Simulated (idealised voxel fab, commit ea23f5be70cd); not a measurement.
Proc. module: voxel gate over fins
Section shown: cut. Width: 225 nm. Cell size: 5 nm, square.
A cross-section in this document is a grid of square cells, and it is written down as bands, the top band listed before the ones below it; a band is made up of one or more rows of cells. In this notation a band is specified by the heights of its top and bottom, in that order and in nm, after which its materials appear from left to right, each paired with its width in nm. The word "throughout" attached to a single material means that material fills the band from edge to edge; the word "air" stands for empty space. Heights are reckoned from 0. Under this level, the received wafer is all of one material. The bottommost band is open-ended downward, for example "0 nm and below". You'd read "30->40" like this: the band's top row of cells is as wide as the first number, its bottom row is as wide as the second, and going down, every row changes width by the same amount as the row before did. For the purposes of this document, the phrase "changes: none" attached to a step denotes that no cell within the cross-section was modified by that step. You'll see "Enclosed void listing" listing empty spaces that have no way open to the top, as long as they're 8 cells or more; the notation is width x height at distance, where the distance is from the left edge, and all of it is in nm. Read whatever lies past the settings on a step's line as the simulator's own remark about the step. The line of a step may include "overlay nm". On a step with a mask, this value is how far to the right of its planned place the mask lay. A negative value means the mask lay to the left.
Process steps (planned):
1 RECEIVE, material Si
2 CONFORMAL_DEP, material SiN, thk nm 10
3 DIRECTIONAL_DEP, material aC, thk nm 15
4 PATTERN, tone cover, mask id FINS, material resist, width nm 15, pitch nm 55, thk nm 35, overlay nm 0
5 DIRECTIONAL_ETCH, etch materials aC, depth nm 15
6 STRIP, etch materials resist
7 DIRECTIONAL_ETCH, etch materials SiN, depth nm 10
8 DIRECTIONAL_ETCH, etch materials Si, depth nm 40
9 STRIP, etch materials aC
10 OXIDIZE, depth nm 5
11 FILL_DEP, material SiO2, thk nm 5
12 CMP, height nm 10
13 DIRECTIONAL_DEP, material aC, thk nm 10
14 PATTERN, tone open, mask id RAIL, material resist, width nm 15, thk nm 30, overlay nm 0
15 DIRECTIONAL_ETCH, etch materials aC, depth nm 10
16 STRIP, etch materials resist
17 DIRECTIONAL_ETCH, etch materials SiO2, depth nm 45
18 STRIP, etch materials aC
19 CONFORMAL_DEP, material TiN, thk nm 5
20 FILL_DEP, material Ru, thk nm 10
21 CMP, height nm 10
22 SELECTIVE_ETCH, etch materials W Ru TiN, depth nm 30
23 FILL_DEP, material SiO2, thk nm 5
24 CMP, height nm 10
25 SELECTIVE_ETCH, etch materials SiO2, depth nm 25
26 STRIP, etch materials SiN
27 CONFORMAL_DEP, material HfO2, thk nm 5
28 CONFORMAL_DEP, material TiN, thk nm 5
29 CONFORMAL_DEP, material TiAl, thk nm 5
30 CONFORMAL_DEP, material TiN, thk nm 5
31 FILL_DEP, material W, thk nm 10
32 CMP, height nm 25
33 CONFORMAL_DEP, material SiCN, thk nm 10
Received-state cross-section, reflecting completion of step 1:
  0 nm and below = Si throughout
  Enclosed void listing: none
Wafer cross-section at end of module: start and plan as shown above, one execution error:
  35 nm to 25 nm = SiCN throughout
  25 nm to 20 nm = W throughout
  20 nm to 15 nm = W (60); TiN (45); W (10); TiN (45); W (65)
  15 nm to 10 nm = W (60); TiN (5); TiAl (35); TiN (5); W (10); TiN (5); TiAl (35); TiN (5); W (65)
  10 nm to 5 nm = W (60); TiN (5); TiAl (5); TiN (25); TiAl (5); TiN (5); W (10); TiN (5); TiAl (5); TiN (25); TiAl (5); TiN (5); W (65)
  5 nm to 0 nm = W (60); TiN (5); TiAl (5); TiN (5); HfO2 (15); TiN (5); TiAl (5); TiN (5); W (10); TiN (5); TiAl (5); TiN (5); HfO2 (15); TiN (5); TiAl (5); TiN (5); W (65)
  0 nm to -5 nm = W (60); TiN (5); TiAl (5); TiN (5); HfO2 (5); Si (5); HfO2 (5); TiN (5); TiAl (5); TiN (20); TiAl (5); TiN (5); HfO2 (5); Si (5); HfO2 (5); TiN (5); TiAl (5); TiN (5); W (65)
  -5 nm to -10 nm = W (60); TiN (5); TiAl (5); TiN (5); HfO2 (5); Si (5); HfO2 (5); TiN (5); TiAl (30); TiN (5); HfO2 (5); Si (5); HfO2 (5); TiN (5); TiAl (5); TiN (5); W (65)
  -10 nm to -15 nm = W (60); TiN (5); TiAl (5); TiN (5); HfO2 (5); Si (5); HfO2 (5); TiN (40); HfO2 (5); Si (5); HfO2 (5); TiN (5); TiAl (5); TiN (5); W (65)
  -15 nm to -20 nm = W (60); TiN (5); TiAl (5); TiN (5); HfO2 (5); Si (5); HfO2 (5); TiN (5); HfO2 (25); TiN (10); HfO2 (5); Si (5); HfO2 (5); TiN (5); TiAl (5); TiN (5); W (65)
  -20 nm to -25 nm = TiN (65); TiAl (5); TiN (5); HfO2 (5); Si (5); HfO2 (5); TiN (5); HfO2 (5); TiN (5); Ru (5); TiN (5); HfO2 (5); TiN (10); HfO2 (5); Si (5); HfO2 (5); TiN (5); TiAl (5); TiN (70)
  -25 nm to -30 nm = TiAl (70); TiN (5); HfO2 (5); Si (5); HfO2 (5); TiN (5); HfO2 (5); TiN (5); Ru (5); TiN (5); HfO2 (5); TiN (10); HfO2 (5); Si (5); HfO2 (5); TiN (5); TiAl (75)
  -30 nm to -35 nm = TiN (75); HfO2 (5); Si (5); HfO2 (5); TiN (5); HfO2 (5); TiN (15); HfO2 (5); TiN (10); HfO2 (5); Si (5); HfO2 (5); TiN (80)
  -35 nm to -40 nm = HfO2 (80); Si (5); HfO2 (20); SiO2 (5); HfO2 (25); Si (5); HfO2 (85)
  -40 nm to -45 nm = SiO2 (80); Si (5); SiO2 (50); Si (5); SiO2 (85)
  -45 nm and below = Si throughout
  Enclosed void listing: none
The mistake made against the process plan was this: step 25 of the plan was twice carried out
